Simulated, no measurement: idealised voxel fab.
Process module in this document: voxel self aligned vias
The cross-section shown here is cut; it is 300 nm wide and divided into square cells measuring 5 nm on a side.
We lay out every cross-section as a grid of square cells and spell it out in bands from the top down, where one band means one or more rows of cells. This entry defines a band. It first specifies the height of the band's top and the height of its bottom in nm, and then specifies the band's materials from left to right, stating each material with its width in nm. The word "everywhere" identifies a single material that fills the band from edge to edge, while the word "blank" identifies empty space. A quick word on heights: they are counted from 0, and under that level the wafer as it came to us is one material throughout. The lowest band is different from the rest in having no bottom; it simply continues downward, written as in "top 0, no bottom". Note: "30..40" means the width goes from the first number (top row of the band) to the second number (bottom row) in equal steps per row of cells. Step marked "no change"? Then no cell in the cross-section changed in it. Enclosed voids (no open way to top), threshold 8 cells or more, entry "Catalogued sealed voids", notation width x height at distance, distance from left edge, nm. Text after the settings on a step's line: the simulator's own remark on that step. overlay nm, on a step with a mask: how far to the right of its planned place the mask lay; to the left if negative.

## Steps in the process plan
step 1: RECEIVE, material Si
step 2: CONFORMAL_DEP, material SiO2, thk nm 15
step 3: CONFORMAL_DEP, material SiCN, thk nm 5
step 4: DIRECTIONAL_DEP, material SiO2, thk nm 30
step 5: MASKED_ETCH, tone open, mask id LINES, width nm 30, pitch nm 55, etch materials SiO2, depth nm 30, overlay nm 0
step 6: CONFORMAL_DEP, material TiN, thk nm 5
step 7: FILL_DEP, material Ru, thk nm 10
step 8: CMP, height nm 50
step 9: SELECTIVE_ETCH, etch materials W Ru TiN, depth nm 10
step 10: FILL_DEP, material SiN, thk nm 5
step 11: CMP, height nm 50
step 12: DIRECTIONAL_DEP, material SiO2, thk nm 15
step 13: PATTERN, tone open, mask id VIAS, material resist, width nm 40, pitch nm 110, thk nm 20, overlay nm 0
step 14: DIRECTIONAL_ETCH, etch materials SiO2, depth nm 15
step 15: DIRECTIONAL_ETCH, etch materials SiN, depth nm 10
step 16: STRIP, etch materials resist
step 17: CONFORMAL_DEP, material TiN, thk nm 5
step 18: FILL_DEP, material Cu, thk nm 5
step 19: CMP, height nm 65
step 20: CONFORMAL_DEP, material SiN, thk nm 5

## As-received wafer cross-section (after step 1)
	top 0, no bottom = Si everywhere
	Catalogued sealed voids: none

## Cross-section: first of two wafers, module finished, run according to plan
	top 70, bottom 65 = SiN everywhere
	top 65, bottom 55 = SiO2 75 nm | TiN 5 nm | Cu 30 nm | TiN 5 nm | SiO2 70 nm | TiN 5 nm | Cu 30 nm | TiN 5 nm | SiO2 75 nm
	top 55, bottom 50 = SiO2 75 nm | TiN 10 nm | Cu 20 nm | TiN 10 nm | SiO2 70 nm | TiN 10 nm | Cu 20 nm | TiN 10 nm | SiO2 75 nm
	top 50, bottom 45 = SiO2 80 nm | TiN 5 nm | Cu 20 nm | TiN 5 nm | SiO2 25 nm | SiN 30 nm | SiO2 25 nm | TiN 5 nm | Cu 20 nm | TiN 5 nm | SiO2 80 nm
	top 45, bottom 40 = SiO2 80 nm | TiN 30 nm | SiO2 25 nm | SiN 30 nm | SiO2 25 nm | TiN 30 nm | SiO2 80 nm
	top 40, bottom 25 = SiO2 80 nm | TiN 5 nm | Ru 20 nm | TiN 5 nm | SiO2 25 nm | TiN 5 nm | Ru 20 nm | TiN 5 nm | SiO2 25 nm | TiN 5 nm | Ru 20 nm | TiN 5 nm | SiO2 80 nm
	top 25, bottom 20 = SiO2 80 nm | TiN 30 nm | SiO2 25 nm | TiN 30 nm | SiO2 25 nm | TiN 30 nm | SiO2 80 nm
	top 20, bottom 15 = SiCN everywhere
	top 15, bottom 0 = SiO2 everywhere
	top 0, no bottom = Si everywhere
	Catalogued sealed voids: none

## Second wafer cross-section at end of module - shared start and plan with the first, one mistake in the run
	top 70, bottom 65 = SiN everywhere
	top 65, bottom 55 = SiO2 75 nm | TiN 5 nm | Cu 30 nm | TiN 5 nm | SiO2 70 nm | TiN 5 nm | Cu 30 nm | TiN 5 nm | SiO2 75 nm
	top 55, bottom 50 = SiO2 75 nm | TiN 40 nm | SiO2 70 nm | TiN 40 nm | SiO2 75 nm
	top 50, bottom 40 = SiO2 80 nm | W 30 nm | SiO2 25 nm | W 30 nm | SiO2 25 nm | W 30 nm | SiO2 80 nm
	top 40, bottom 25 = SiO2 80 nm | TiN 5 nm | Ru 20 nm | TiN 5 nm | SiO2 25 nm | TiN 5 nm | Ru 20 nm | TiN 5 nm | SiO2 25 nm | TiN 5 nm | Ru 20 nm | TiN 5 nm | SiO2 80 nm
	top 25, bottom 20 = SiO2 80 nm | TiN 30 nm | SiO2 25 nm | TiN 30 nm | SiO2 25 nm | TiN 30 nm | SiO2 80 nm
	top 20, bottom 15 = SiCN everywhere
	top 15, bottom 0 = SiO2 everywhere
	top 0, no bottom = Si everywhere
	Catalogued sealed voids: none
Short version of what went wrong: contrary to plan, step 10 was performed as FILL_DEP, material W, thk nm 5
Wafer comparison, final, in cells, second relative to first, materials more or fewer: 16 fewer of Cu; 12 fewer of SiN; 8 fewer of TiN; 36 more of W
